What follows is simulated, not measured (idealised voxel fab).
Herein follows the process module entitled voxel self aligned vias.
The cross-section shown here is cut; it is 230 nm wide and divided into square cells measuring 5 nm on a side.
Cross-section spec: square-cell grid; bands listed top down; each band is one or more rows. It is stipulated that each band's entry specify, in nanometres, the height of the top of the band and then that of its bottom, followed by the materials of the band in left-to-right sequence, each together with its width in nanometres. A single material marked by the word "throughout" is understood to fill the band from edge to edge; the word "empty" is understood to denote empty space. Below 0: as-received wafer, all one material; heights counted from there. Lowest band: no bottom, goes on down, written "0 and below". Note: "30 to 40" means the width goes from the first number (top row of the band) to the second number (bottom row) in equal steps per row of cells. No cell of the cross-section changed in a step that is given as "nothing got changed". Listed in "Closed void listing": every empty space of 8 or more cells without an open way to the top. Form: width x height at distance, the distance being from the left edge, all in nm. On each step's line, the part that comes after the settings is the simulator's own comment on the step. If you see "overlay nm" on a step's line and that step has a mask, it's telling you how far right of where it was planned the mask ended up; a negative number means it went left instead.

# This section lists the process steps that were planned
1: RECEIVE, material Si
2: CONFORMAL_DEP, material SiO2, thk nm 15
3: CONFORMAL_DEP, material SiCN, thk nm 5
4: DIRECTIONAL_DEP, material lowk, thk nm 20
5: MASKED_ETCH, tone open, mask id LINES, width nm 30, pitch nm 55, etch materials lowk, depth nm 20, overlay nm 0
6: CONFORMAL_DEP, material TiN, thk nm 5
7: FILL_DEP, material W, thk nm 10
8: CMP, height nm 40
9: SELECTIVE_ETCH, etch materials W Ru TiN, depth nm 5
10: FILL_DEP, material SiN, thk nm 10
11: CMP, height nm 40
12: DIRECTIONAL_DEP, material lowk, thk nm 20
13: DIRECTIONAL_DEP, material aC, thk nm 15
14: PATTERN, tone open, mask id VIAS, material resist, width nm 40, thk nm 30, overlay nm 0
15: DIRECTIONAL_ETCH, etch materials aC, depth nm 15
16: STRIP, etch materials resist
17: DIRECTIONAL_ETCH, etch materials lowk, depth nm 20
18: DIRECTIONAL_ETCH, etch materials SiN, depth nm 5
19: STRIP, etch materials aC
20: CONFORMAL_DEP, material TiN, thk nm 5
21: FILL_DEP, material W, thk nm 10
22: CMP, height nm 60
23: CONFORMAL_DEP, material SiN, thk nm 5

# Received-state cross-section, reflecting completion of step 1
    0 and below | Si throughout
    Closed void listing: none

# The plan above was carried out on the starting structure above with one mistake, and this cross-section shows the wafer at the end of the module
    65 down to 60 | SiN throughout
    60 down to 45 | lowk=65 | TiN=5 | W=30 | TiN=5 | lowk=125
    45 down to 40 | lowk=65 | TiN=40 | lowk=125
    40 down to 35 | SiCN throughout
    35 down to 15 | lowk throughout
    15 down to 0 | SiO2 throughout
    0 and below | Si throughout
    Closed void listing: none
Short version of what went wrong: mixed up steps 3 and 4 - ran each in the other's place
